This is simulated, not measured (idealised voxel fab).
Documented hereafter: the process module known as voxel transistor to metal.
The cross-section on display is named cut; it measures 165 nm wide, and its cells are 5 nm squares.
For the purposes of this document, a cross-section shall be understood as a grid of square cells, specified as bands listed in top-to-bottom order, each band consisting of one or more rows of cells. In this notation a band is specified by the heights of its top and bottom, in that order and in nm, after which its materials appear from left to right, each paired with its width in nm. The word "edge to edge" attached to a single material means that material fills the band from edge to edge; the word "blank" stands for empty space. All heights in this document are referenced to 0, defined as the level beneath which the wafer, as received, consists entirely of one material. The lowest band is not bounded below; it extends indefinitely downward and is written in the form "0 nm and below". The expression "30 to 40" gives the width at the extremes of the band, the first number at its top row of cells and the second at its bottom row, with the width changing by equal amounts from each row to the next in between. Any step labelled "left unchanged" changed none of the cells in the cross-section. If an empty space has no open way to the top and is at least 8 cells in size, "Encapsulated voids" lists it, written width x height at distance, where distance is measured from the left edge and every value is in nm. What comes after the settings on a step's line is commentary from the simulator itself on that step. If you see "overlay nm" on a step's line and that step has a mask, it's telling you how far right of where it was planned the mask ended up; a negative number means it went left instead.
## Set out below are the planned steps of the process
1: RECEIVE with material Si
2: CONFORMAL_DEP with material SiO2, thk nm 5
3: CONFORMAL_DEP with material SiN, thk nm 10
4: MASKED_ETCH with tone cover, mask id ACTIVE, width nm 105, etch materials SiN, depth nm 10, overlay nm 0
5: MASKED_ETCH with tone cover, mask id ACTIVE, width nm 105, etch materials SiO2, depth nm 5, overlay nm 0
6: MASKED_ETCH with tone cover, mask id ACTIVE, width nm 105, etch materials Si, depth nm 30, overlay nm 0
7: FILL_DEP with material SiO2, thk nm 5
8: CMP with height nm 15
9: SELECTIVE_ETCH with etch materials SiO2, depth nm 10
10: STRIP with etch materials SiN
11: SELECTIVE_ETCH with etch materials SiO2, depth nm 5
12: OXIDIZE with depth nm 5
13: DIRECTIONAL_DEP with material polySi, thk nm 25
14: DIRECTIONAL_DEP with material SiCN, thk nm 15
15: PATTERN with tone cover, mask id GATE, material resist, width nm 15, thk nm 20, overlay nm 0
16: DIRECTIONAL_ETCH with etch materials SiCN, depth nm 25
17: DIRECTIONAL_ETCH with etch materials polySi, depth nm 35
18: STRIP with etch materials resist
19: CONFORMAL_DEP with material SiO2, thk nm 5
20: DIRECTIONAL_ETCH with etch materials SiO2, depth nm 5
21: CONFORMAL_DEP with material SiN, thk nm 5
22: DIRECTIONAL_ETCH with etch materials SiN, depth nm 5
23: DIRECTIONAL_ETCH with etch materials SiO2, depth nm 5
24: DIRECTIONAL_ETCH with etch materials Si, depth nm 10
25: EPI with material pSi, thk nm 15
26: FILL_DEP with material SiO2, thk nm 5
27: CMP with height nm 40
28: DIRECTIONAL_DEP with material SiO2, thk nm 10
29: DIRECTIONAL_DEP with material aC, thk nm 10
30: PATTERN with tone open, mask id CONTACT, material resist, width nm 30, pitch nm 55, thk nm 25, overlay nm 0
31: DIRECTIONAL_ETCH with etch materials aC, depth nm 10
32: STRIP with etch materials resist
33: DIRECTIONAL_ETCH with etch materials SiO2, depth nm 50
34: STRIP with etch materials aC
35: CONFORMAL_DEP with material TiN, thk nm 5
36: FILL_DEP with material W, thk nm 10
37: CMP with height nm 50
38: DIRECTIONAL_DEP with material TiN, thk nm 5
39: DIRECTIONAL_DEP with material W, thk nm 20
40: MASKED_ETCH with tone cover, mask id METAL_1, width nm 15, pitch nm 70, etch materials W, depth nm 20, overlay nm 0
41: MASKED_ETCH with tone cover, mask id METAL_1, width nm 15, pitch nm 70, etch materials TiN, depth nm 5, overlay nm 0
42: FILL_DEP with material lowk, thk nm 10
43: CMP with height nm 75
44: CONFORMAL_DEP with material SiCN, thk nm 5
45: DIRECTIONAL_DEP with material lowk, thk nm 25
46: MASKED_ETCH with tone open, mask id METAL_2, width nm 15, pitch nm 70, etch materials lowk, depth nm 15, overlay nm 0
47: MASKED_ETCH with tone open, mask id METAL_2_HOLES, width nm 15, pitch nm 70, etch materials lowk, depth nm 10, overlay nm 0
48: MASKED_ETCH with tone open, mask id METAL_2_HOLES, width nm 15, pitch nm 70, etch materials SiCN, depth nm 5, overlay nm 0
49: CONFORMAL_DEP with material TiN, thk nm 5
50: FILL_DEP with material Cu, thk nm 10
51: CMP with height nm 105
52: CONFORMAL_DEP with material SiCN, thk nm 5
## Cross-section of the wafer at receipt, which is the condition after step 1
  0 nm and below = Si edge to edge
  Encapsulated voids: none
## Look at the cross-section after the module: the wafer started out the way shown above and the plan was the one shown above, yet one mistake was made along the way
  125 nm to 120 nm = SiCN edge to edge
  120 nm to 110 nm = Cu edge to edge
  110 nm to 105 nm = TiN=45 / Cu=5 / TiN=65 / Cu=5 / TiN=45
  105 nm to 80 nm = lowk=40 / TiN=5 / Cu=5 / TiN=5 / lowk=55 / TiN=5 / Cu=5 / TiN=5 / lowk=40
  80 nm to 75 nm = SiCN=40 / TiN=15 / SiCN=55 / TiN=15 / SiCN=40
  75 nm to 55 nm = lowk=40 / W=15 / lowk=55 / W=15 / lowk=40
  55 nm to 50 nm = lowk=40 / TiN=15 / lowk=55 / TiN=15 / lowk=40
  50 nm to 40 nm = SiO2=40 / TiN=5 / W=20 to 15 / TiN=5 to 10 / SiO2=25 / TiN=5 to 10 / W=20 to 15 / TiN=5 / SiO2=40
  40 nm to 25 nm = SiO2=40 / TiN=5 / W=15 / TiN=5 / SiN=5 / SiO2=5 / SiCN=15 / SiO2=5 / SiN=5 / TiN=5 / W=15 / TiN=5 / SiO2=40
  25 nm to 15 nm = SiO2=40 / TiN=5 / W=15 / TiN=5 / SiN=5 / SiO2=5 / polySi=15 / SiO2=5 / SiN=5 / TiN=5 / W=15 / TiN=5 / SiO2=40
  15 nm to 10 nm = SiO2=40 / TiN=25 / SiN=5 / SiO2=5 / polySi=15 / SiO2=5 / SiN=5 / TiN=25 / SiO2=40
  10 nm to 0 nm = SiO2=40 / TiN=10 / pSi=15 / SiN=5 / SiO2=5 / polySi=15 / SiO2=5 / SiN=5 / pSi=15 / TiN=10 / SiO2=40
  0 nm to -5 nm = SiO2=25 / pSi=40 / SiO2=35 / pSi=40 / SiO2=25
  -5 nm to -15 nm = SiO2=30 / pSi=35 / Si=35 / pSi=35 / SiO2=30
  -15 nm to -30 nm = SiO2=30 / Si=105 / SiO2=30
  -30 nm and below = Si edge to edge
  Encapsulated voids: none
Want to know what went wrong? no execution of plan step 51; skipped
